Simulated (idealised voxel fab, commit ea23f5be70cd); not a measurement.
process module | voxel capacitor over wiring
Displayed cross-section: cut, width of 200 nm, square cells sized 5 nm.
Think of the cross-section as a grid of square cells. We describe it in bands, top to bottom, and each band covers one or more rows of those cells. Top height, bottom height, nm. Materials left to right, width each, nm. Single material + "all across" = fills band edge to edge. "empty" = empty. The reference from which all heights are counted is 0, the level beneath which the as-received wafer is entirely one material; the lowest band, having no lower bound, proceeds downward and is written after the example "0 and below". When a width is written as two numbers, as in "30->40", the first number is the width in the top row of cells of the band and the second is the width in its bottom row, and the width changes by the same amount from each row to the next. Take "no modifications" at face value: in the step it is given for, the cross-section changed in none of its cells. Look at "Sealed internal cavities" for the closed voids: empty spaces with no open path to the top, sized 8 cells or up. Each is width x height at distance, distance from the left edge, all nm. Note: text after step settings on the step line = simulator remark on that step. overlay nm: right-of-plan distance of the mask on a masked step; negative values mean left-of-plan.
This section lists the process steps that were planned:
| 1 | RECEIVE [material Si] |
| 2 | CONFORMAL_DEP [material SiO2] [thk nm 15] |
| 3 | DIRECTIONAL_DEP [material TiN] [thk nm 5] |
| 4 | DIRECTIONAL_DEP [material Ru] [thk nm 15] |
| 5 | MASKED_ETCH [tone cover] [mask id METAL_1] [width nm 25] [pitch nm 85] [etch materials Ru] [depth nm 15] [overlay nm 0] |
| 6 | MASKED_ETCH [tone cover] [mask id METAL_1] [width nm 25] [pitch nm 85] [etch materials TiN] [depth nm 5] [overlay nm 0] |
| 7 | FILL_DEP [material lowk] [thk nm 10] |
| 8 | CMP [height nm 35] |
| 9 | CONFORMAL_DEP [material SiCN] [thk nm 5] |
| 10 | DIRECTIONAL_DEP [material lowk] [thk nm 20] |
| 11 | MASKED_ETCH [tone open] [mask id PLUG_1] [width nm 15] [etch materials lowk] [depth nm 20] [overlay nm 0] |
| 12 | MASKED_ETCH [tone open] [mask id PLUG_1] [width nm 15] [etch materials SiCN] [depth nm 5] [overlay nm 0] |
| 13 | EPI [material Ru] [thk nm 10] |
| 14 | EPI [material Ru] [thk nm 10] |
| 15 | EPI [material Ru] [thk nm 5] |
| 16 | DIRECTIONAL_DEP [material TiN] [thk nm 10] |
| 17 | DIRECTIONAL_DEP [material Al2O3] [thk nm 5] |
| 18 | DIRECTIONAL_DEP [material TiN] [thk nm 5] |
| 19 | PATTERN [tone cover] [mask id UPPER_PLATE] [material resist] [width nm 65] [thk nm 15] [overlay nm -15] |
| 20 | DIRECTIONAL_ETCH [etch materials TiN] [depth nm 5] |
| 21 | DIRECTIONAL_ETCH [etch materials Al2O3] [depth nm 5] |
| 22 | STRIP [etch materials resist] |
| 23 | PATTERN [tone cover] [mask id LOWER_PLATE] [material resist] [width nm 75] [thk nm 20] [overlay nm 0] |
| 24 | DIRECTIONAL_ETCH [etch materials TiN] [depth nm 10] |
| 25 | STRIP [etch materials resist] |
| 26 | FILL_DEP [material SiO2] [thk nm 15] |
| 27 | CMP [height nm 90] |
| 28 | DIRECTIONAL_DEP [material aC] [thk nm 15] |
| 29 | PATTERN [tone open] [mask id PLUG_2] [material resist] [width nm 15] [thk nm 30] [overlay nm 0] |
| 30 | DIRECTIONAL_ETCH [etch materials aC] [depth nm 15] |
| 31 | STRIP [etch materials resist] |
| 32 | DIRECTIONAL_ETCH [etch materials SiO2] [depth nm 10] |
| 33 | STRIP [etch materials aC] |
| 34 | CONFORMAL_DEP [material TiN] [thk nm 5] |
| 35 | FILL_DEP [material W] [thk nm 10] |
| 36 | CMP [height nm 90] |
| 37 | CONFORMAL_DEP [material SiCN] [thk nm 5] |
Same starting wafers, different overlay nm at step 19. Plan value belongs to the first wafer.
Cross-section of the first of several wafers as received (after step 1):
- 0 and below = Si all across
- Sealed internal cavities: none
Rows = wafers. At module end, each row lists per material the cells gained (+) or lost (-) since the wafer was received, then the closed voids:
overlay nm -15; +13 Al2O3; +45 Ru; +77 SiCN; +296 SiO2; +60 TiN; +1 W; +268 lowk; Sealed internal cavities: none
overlay nm -10; +13 Al2O3; +45 Ru; +77 SiCN; +297 SiO2; +59 TiN; +1 W; +268 lowk; Sealed internal cavities: none
overlay nm -5; +13 Al2O3; +45 Ru; +77 SiCN; +298 SiO2; +58 TiN; +1 W; +268 lowk; Sealed internal cavities: none
overlay nm 0; +13 Al2O3; +45 Ru; +77 SiCN; +298 SiO2; +58 TiN; +1 W; +268 lowk; Sealed internal cavities: none
overlay nm 5; +13 Al2O3; +45 Ru; +77 SiCN; +298 SiO2; +58 TiN; +1 W; +268 lowk; Sealed internal cavities: none
overlay nm 10; +13 Al2O3; +45 Ru; +77 SiCN; +297 SiO2; +59 TiN; +1 W; +268 lowk; Sealed internal cavities: none
overlay nm 15; +13 Al2O3; +45 Ru; +77 SiCN; +296 SiO2; +60 TiN; +1 W; +268 lowk; Sealed internal cavities: none
